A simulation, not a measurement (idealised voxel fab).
The name of this process module is voxel wiring stack.
cross-section cut | 180 nm wide | cells 5 nm
Throughout this document, each cross-section is represented as a grid of square cells and is presented as a sequence of bands enumerated from the top downward, where a band comprises one or more rows of cells. Heights first: top, then bottom, in nm. Then materials, left to right, each with a width in nm. "edge to edge" on a single material: fills the band edge to edge. "blank": empty space. Heads up on the height convention: 0 is the point under which the incoming wafer is all one material, and the lowest band has no bottom, it just keeps going down, like "0 down". Per-row width for "30..40": begins at first number (top row of band), ends at second number (bottom row), increment between rows held constant. The designation "no modification", where it is given for a processing step, indicates that no cell of the cross-section was altered in the course of that step. In the "Non-vented voids" entry, you get each enclosed empty space of 8 cells or more, one with no open way to the top, written width x height at distance, distance from the left edge, in nm. What comes after the settings on a step's line is commentary from the simulator itself on that step. Regarding "overlay nm": on a step with a mask, it is the distance the mask lay to the right of its planned place; a negative value places it to the left.

Below is the list of planned process steps
| 1 | RECEIVE: material Si |
| 2 | CONFORMAL_DEP: material SiO2, thk nm 15 |
| 3 | DIRECTIONAL_DEP: material TiN, thk nm 5 |
| 4 | DIRECTIONAL_DEP: material W, thk nm 20 |
| 5 | PATTERN: tone cover, mask id METAL_1, material resist, width nm 20, pitch nm 45, thk nm 15, overlay nm 0 |
| 6 | DIRECTIONAL_ETCH: etch materials W, depth nm 20 |
| 7 | DIRECTIONAL_ETCH: etch materials TiN, depth nm 5 |
| 8 | STRIP: etch materials resist |
| 9 | CONFORMAL_DEP: material SiCN, thk nm 5 |
| 10 | FILL_DEP: material SiO2, thk nm 5 |
| 11 | CMP: height nm 40 |
| 12 | CONFORMAL_DEP: material SiCN, thk nm 5 |
| 13 | DIRECTIONAL_DEP: material lowk, thk nm 25 |
| 14 | MASKED_ETCH: tone open, mask id METAL_2, width nm 20, pitch nm 45, etch materials lowk, depth nm 15, overlay nm 0 |
| 15 | PATTERN: tone open, mask id METAL_2_HOLES, material resist, width nm 15, thk nm 20, overlay nm 0 |
| 16 | DIRECTIONAL_ETCH: etch materials lowk, depth nm 10 |
| 17 | DIRECTIONAL_ETCH: etch materials SiCN, depth nm 5 |
| 18 | STRIP: etch materials resist |
| 19 | CONFORMAL_DEP: material TiN, thk nm 5 |
| 20 | FILL_DEP: material Cu, thk nm 5 |
| 21 | CMP: height nm 70 |
| 22 | CONFORMAL_DEP: material SiN, thk nm 5 |

Incoming wafer in cross-section (state: after step 1)
* 0 down | Si edge to edge
* Non-vented voids: none

Wafer at module end, in section. Began as above, planned as above, run with one mistake
* 75 to 70 | SiN edge to edge
* 70 to 60 | lowk (55) / TiN (5) / Cu (15..10) / TiN (5..10) / lowk (20) / TiN (5) / Cu (10) / TiN (5) / lowk (60)
* 60 to 55 | lowk (55) / TiN (20) / lowk (25) / TiN (20) / lowk (60)
* 55 to 45 | lowk (65) / TiN (10) / lowk (105)
* 45 to 40 | SiCN (65) / TiN (10) / SiCN (105)
* 40 to 20 | SiO2 (50) / SiCN (5) / W (20) / SiCN (5) / SiO2 (15) / SiCN (5) / W (20) / SiCN (5) / SiO2 (55)
* 20 to 15 | SiCN (55) / TiN (20) / SiCN (25) / TiN (20) / SiCN (60)
* 15 to 0 | SiO2 edge to edge
* 0 down | Si edge to edge
* Non-vented voids: none
Short version of what went wrong: planned and actual differ for step 15; actual: PATTERN: tone open, mask id METAL_2_HOLES, material resist, width nm 15, thk nm 20, overlay nm 10
